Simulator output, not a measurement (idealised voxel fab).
process module | voxel local oxidation
cross-section cut | 185 nm wide | cells 5 nm
A cross-section is a grid of square cells, given in bands from the top down. A band is one or more rows of cells.
Each band's line starts with the height of the band's top and of its bottom, in nm. Then come its materials from left to right, each with its width in nm. One material with "throughout" fills the band from edge to edge. "air" is empty space.
Height 0 is the level under which the wafer as received is all one material. The lowest band goes on downwards, as in "0 down".
A width such as "30 to 40" changes by the same amount from each row of cells to the next, from the band's top row to its bottom row.
"no change" after a step means that no cell of the cross-section changed.
closed voids: empty space of 8 cells or more with no open way to the top, each as width x height at its distance from the left edge, in nm
after a step's settings: what the simulator itself notes on the step
overlay nm, on a step with a mask: how far to the right of its planned place the mask lay; to the left if negative
plan
1 op RECEIVE | material Si
2 op CONFORMAL_DEP | material SiO2 | thk nm 5
3 op CONFORMAL_DEP | material SiN | thk nm 10
4 op MASKED_ETCH | tone cover | mask id ACTIVE | width nm 90 | etch materials SiN | depth nm 10 | overlay nm 0
5 op SELECTIVE_ETCH | etch materials SiO2 | depth nm 5
6 op OXIDIZE | depth nm 10
7 op STRIP | etch materials SiN
first wafer, as planned
as received, after step 1
  0 down: Si throughout
  closed voids: none
after step 2
  5 to 0: SiO2 throughout
  below 0: unchanged
after step 3
  15 to 5: SiN throughout
  below 5: unchanged
after step 4
  15 to 5: air 45 | SiN 90 | air 50
  below 5: unchanged
after step 5
  15 to 5: air 45 | SiN 90 | air 50
  5 to 0: air 50 | SiO2 80 | air 55
  below 0: unchanged
after step 6
  15 to 5: air 45 | SiN 90 | air 50
  5 to 0: air 50 | SiO2 80 | air 55
  0 to -10: SiO2 60 | Si 60 | SiO2 65
  below -10: unchanged
after step 7
  5 to 0: air 50 | SiO2 80 | air 55
  below 0: unchanged
second wafer: like start, like plan, one mistake. Through step 3 it matches the first wafer
when step 4 should have ended
  15 to 5: SiN 45 | air 90 | SiN 50
  below 5: unchanged
when step 5 should have ended
  15 to 5: SiN 45 | air 90 | SiN 50
  5 to 0: SiO2 40 | air 100 | SiO2 45
  below 0: unchanged
when step 6 should have ended
  15 to 5: SiN 45 | air 90 | SiN 50
  5 to 0: SiO2 40 | air 100 | SiO2 45
  0 to -10: Si 30 | SiO2 120 | Si 35
  below -10: unchanged
when step 7 should have ended
  5 to 0: SiO2 40 | air 100 | SiO2 45
  below 0: unchanged
what went wrong: step 4 ran as: op MASKED_ETCH | tone open | mask id ACTIVE | width nm 90 | etch materials SiN | depth nm 10 | overlay nm 0
at the end the second wafer has, in cells: 2 more of Si | 1 fewer of SiO2
